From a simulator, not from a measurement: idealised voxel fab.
process module | voxel released beams
cross-section cut | 180 nm wide | cells 5 nm
A cross-section is a grid of square cells, given in bands from the top down. A band is one or more rows of cells.
Each band's line starts with the height of the band's top and of its bottom, in nm. Then come its materials from left to right, each with its width in nm. One material with "throughout" fills the band from edge to edge. "air" is empty space.
Height 0 is the level under which the wafer as received is all one material. The lowest band goes on downwards, as in "0 down".
A width such as "30 to 40" changes by the same amount from each row of cells to the next, from the band's top row to its bottom row.
"no change" after a step means that no cell of the cross-section changed.
closed voids: empty space of 8 cells or more with no open way to the top, each as width x height at its distance from the left edge, in nm
after a step's settings: what the simulator itself notes on the step
overlay nm, on a step with a mask: how far to the right of its planned place the mask lay; to the left if negative
plan
1 op RECEIVE | material Si
2 op CONFORMAL_DEP | material Al2O3 | thk nm 10
3 op DIRECTIONAL_DEP | material SiO2 | thk nm 10
4 op PATTERN | tone open | mask id ANCHOR | material resist | width nm 30 | thk nm 15 | overlay nm 0
5 op DIRECTIONAL_ETCH | etch materials SiO2 | depth nm 10
6 op STRIP | etch materials resist
7 op CONFORMAL_DEP | material SiN | thk nm 10
8 op PATTERN | tone cover | mask id BEAM | material resist | width nm 100 | thk nm 20 | overlay nm 0
9 op DIRECTIONAL_ETCH | etch materials SiN | depth nm 10
10 op STRIP | etch materials resist
11 op STRIP | etch materials SiO2
first wafer, as planned
as received, after step 1
  0 down: Si throughout
  closed voids: none
after step 2
  10 to 0: Al2O3 throughout
  below 0: unchanged
after step 3
  20 to 10: SiO2 throughout
  below 10: unchanged
after step 4
  35 to 20: resist 40 | air 30 | resist 110
  below 20: unchanged
after step 5
  35 to 20: resist 40 | air 30 | resist 110
  20 to 10: SiO2 40 | air 30 | SiO2 110
  below 10: unchanged
after step 6
  20 to 10: SiO2 40 | air 30 | SiO2 110
  below 10: unchanged
after step 7
  30 to 20: SiN 50 | air 10 | SiN 120
  20 to 10: SiO2 40 | SiN 30 | SiO2 110
  below 10: unchanged
after step 8
  50 to 30: air 35 | resist 100 | air 45
  30 to 20: SiN 50 | resist 10 | SiN 120
  below 20: unchanged
after step 9
  50 to 30: air 35 | resist 100 | air 45
  30 to 20: air 35 | SiN 15 | resist 10 | SiN 75 | air 45
  below 20: unchanged
after step 10
  30 to 20: air 35 | SiN 15 | air 10 | SiN 75 | air 45
  below 20: unchanged
after step 11
  30 to 20: air 35 | SiN 15 | air 10 | SiN 75 | air 45
  20 to 10: air 40 | SiN 30 | air 110
  below 10: unchanged
second wafer: like start, like plan, one mistake. Through step 4 it matches the first wafer
when step 5 should have ended
  35 to 20: resist 40 | air 30 | resist 110
  20 to 10: SiO2 40 | air 30 | SiO2 110
  below 10: unchanged
when step 6 should have ended
  20 to 10: SiO2 40 | air 30 | SiO2 110
  below 10: unchanged
when step 7 should have ended
  30 to 20: SiN 50 | air 10 | SiN 120
  20 to 10: SiO2 40 | SiN 30 | SiO2 110
  below 10: unchanged
when step 8 should have ended
  50 to 30: air 35 | resist 100 | air 45
  30 to 20: SiN 50 | resist 10 | SiN 120
  below 20: unchanged
when step 9 should have ended
  50 to 30: air 35 | resist 100 | air 45
  30 to 20: air 35 | SiN 15 | resist 10 | SiN 75 | air 45
  below 20: unchanged
when step 10 should have ended
  30 to 20: air 35 | SiN 15 | air 10 | SiN 75 | air 45
  below 20: unchanged
when step 11 should have ended
  30 to 20: air 35 | SiN 15 | air 10 | SiN 75 | air 45
  20 to 10: air 40 | SiN 30 | air 110
  below 10: unchanged
what went wrong: step 5 was run twice
at the end the two cross-sections are the same: no effect in what this model computes
